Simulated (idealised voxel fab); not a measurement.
A process module follows: voxel spacer lines.
Section cut is 200 nm wide and gridded with 5 nm square cells.
Notation: cross-section as square-cell grid; stated in bands, top first, going down; one or more cell rows per band. Top height, bottom height, nm. Materials left to right, width each, nm. Single material + "everywhere" = fills band edge to edge. "empty" = empty. Note: height 0 marks the level under which the wafer is uniformly one material as received. Lowest band unbounded below, written "0..down". It should be noted that a width expressed as "30..40" varies in equal increments from row to row of cells within the band, taking the value of the first number at the top row and that of the second number at the bottom row. For the purposes of this document, the phrase "no modification" attached to a step denotes that no cell within the cross-section was modified by that step. "Closed void entries": sealed empty spaces, 8 cells or more, no open way to top, listed width x height at distance, with distance from the left edge and width, height and distance in nm. Read whatever lies past the settings on a step's line as the simulator's own remark about the step. "overlay nm", when on a step's line for a step with a mask, measures how far to the right of its planned place the mask lay; a negative measure means to the left.
[List of planned process steps]
1) RECEIVE, material Si
2) CONFORMAL_DEP, material Al2O3, thk nm 5
3) DIRECTIONAL_DEP, material SiN, thk nm 15
4) DIRECTIONAL_DEP, material polySi, thk nm 30
5) PATTERN, tone cover, mask id MANDREL, material resist, width nm 15, pitch nm 70, thk nm 40, overlay nm 0
6) DIRECTIONAL_ETCH, etch materials polySi, depth nm 30
7) STRIP, etch materials resist
8) CONFORMAL_DEP, material SiO2, thk nm 10
9) DIRECTIONAL_ETCH, etch materials SiO2, depth nm 10
10) STRIP, etch materials polySi
11) DIRECTIONAL_ETCH, etch materials SiN, depth nm 15
12) STRIP, etch materials SiO2
Wafer-to-wafer difference: width nm, step 5. Common start. Plan = first wafer's value.
[Cross-section, first of several wafers, as delivered after step 1]
0..down: Si everywhere
Closed void entries: none
[wafer rows; end of module; cells per material since receipt: (+) gained, (-) lost; then closed voids]
width nm 15 | +40 Al2O3 | +36 SiN | Closed void entries: none
width nm 20 | +40 Al2O3 | +36 SiN | Closed void entries: none
width nm 25 | +40 Al2O3 | +36 SiN | Closed void entries: none
width nm 30 | +40 Al2O3 | +36 SiN | Closed void entries: none
